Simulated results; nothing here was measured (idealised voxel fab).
Module name: voxel ribs on slabs (process module)
Displayed cross-section: cut, width of 285 nm, square cells sized 5 nm.
If you're reading a cross-section in this doc, picture square cells in a grid; it comes to you as bands, top ones listed first down to the bottom, and a band can be one or more rows of cells. Basically the band line says how high the top is and how high the bottom is, in nm, and then what's in it from left to right, every material with its width in nm. Empty space shows up as "empty", and if a single material carries "edge to edge" it runs the full band edge to edge. Measure heights from 0. That's the level where, below it, the as-received wafer is all one material. The lowest band is bottomless and extends downward; write it as in "0 and below". With a width like "30->40", each row of cells in the band differs from the next by the same amount, the top row carrying the first number and the bottom row the second. It should be understood that the words "no change", when stated for a given step, signify that the cross-section underwent no change in any of its cells during that step. Heads up: "Sealed void list" only lists the empty pockets with no open path to the top that are 8 cells or more, and it writes them as width x height at distance, distance from the left edge, in nm. Whatever follows a step's settings on its line is a remark the simulator itself makes about that step. overlay nm: for a step with a mask, the amount by which the mask lay right of where it was planned; a negative amount means left of it.

This section lists the process steps that were planned:
| 1 | RECEIVE | material Si |
| 2 | DIRECTIONAL_DEP | material SiO2 | thk nm 20 |
| 3 | DIRECTIONAL_DEP | material polySi | thk nm 25 |
| 4 | PATTERN | tone cover | mask id RIB | material resist | width nm 30 | thk nm 15 | overlay nm 0 |
| 5 | DIRECTIONAL_ETCH | etch materials polySi | depth nm 10 |
| 6 | STRIP | etch materials resist |
| 7 | DIRECTIONAL_DEP | material aC | thk nm 10 |
| 8 | PATTERN | tone cover | mask id SLAB | material resist | width nm 80 | thk nm 30 | overlay nm 0 |
| 9 | DIRECTIONAL_ETCH | etch materials aC | depth nm 10 |
| 10 | STRIP | etch materials resist |
| 11 | DIRECTIONAL_ETCH | etch materials polySi | depth nm 15 |
| 12 | STRIP | etch materials aC |
| 13 | FILL_DEP | material SiO2 | thk nm 20 |
| 14 | CMP | height nm 60 |
| 15 | DIRECTIONAL_DEP | material W | thk nm 5 |
| 16 | MASKED_ETCH | tone cover | mask id HEATER | width nm 40 | etch materials W | depth nm 5 | overlay nm 0 |
| 17 | CONFORMAL_DEP | material SiO2 | thk nm 10 |
Wafers differ in width nm at step 8; plan lists the first wafer's value; identical starting state.

The first of several wafers as received, shown in cross-section; this is its state after step 1:
> 0 and below | Si edge to edge
> Sealed void list: none

Cross-section of the first of several wafers, taken after step 17, where the module ends:
> 75 down to 70 | 110 empty; 60 SiO2; 115 empty
> 70 down to 65 | SiO2 edge to edge
> 65 down to 60 | 120 SiO2; 40 W; 125 SiO2
> 60 down to 45 | SiO2 edge to edge
> 45 down to 35 | 125 SiO2; 30 polySi; 130 SiO2
> 35 down to 20 | 100 SiO2; 80 polySi; 105 SiO2
> 20 down to 0 | SiO2 edge to edge
> 0 and below | Si edge to edge
> Sealed void list: none

X-section, last wafer, module end:
> 75 down to 70 | 110 empty; 60 SiO2; 115 empty
> 70 down to 65 | SiO2 edge to edge
> 65 down to 60 | 120 SiO2; 40 W; 125 SiO2
> 60 down to 45 | SiO2 edge to edge
> 45 down to 35 | 125 SiO2; 30 polySi; 130 SiO2
> 35 down to 20 | 90 SiO2; 105 polySi; 90 SiO2
> 20 down to 0 | SiO2 edge to edge
> 0 and below | Si edge to edge
> Sealed void list: none

The following table contains a row per wafer, in which are reported, at the conclusion of the module, the cells of each material gained (+) or lost (-) since the wafer's receipt, with its closed voids given thereafter:
width nm 80 | +742 SiO2 | +8 W | +60 polySi | Sealed void list: none
width nm 85 | +739 SiO2 | +8 W | +63 polySi | Sealed void list: none
width nm 90 | +736 SiO2 | +8 W | +66 polySi | Sealed void list: none
width nm 95 | +733 SiO2 | +8 W | +69 polySi | Sealed void list: none
width nm 100 | +730 SiO2 | +8 W | +72 polySi | Sealed void list: none
width nm 105 | +727 SiO2 | +8 W | +75 polySi | Sealed void list: none
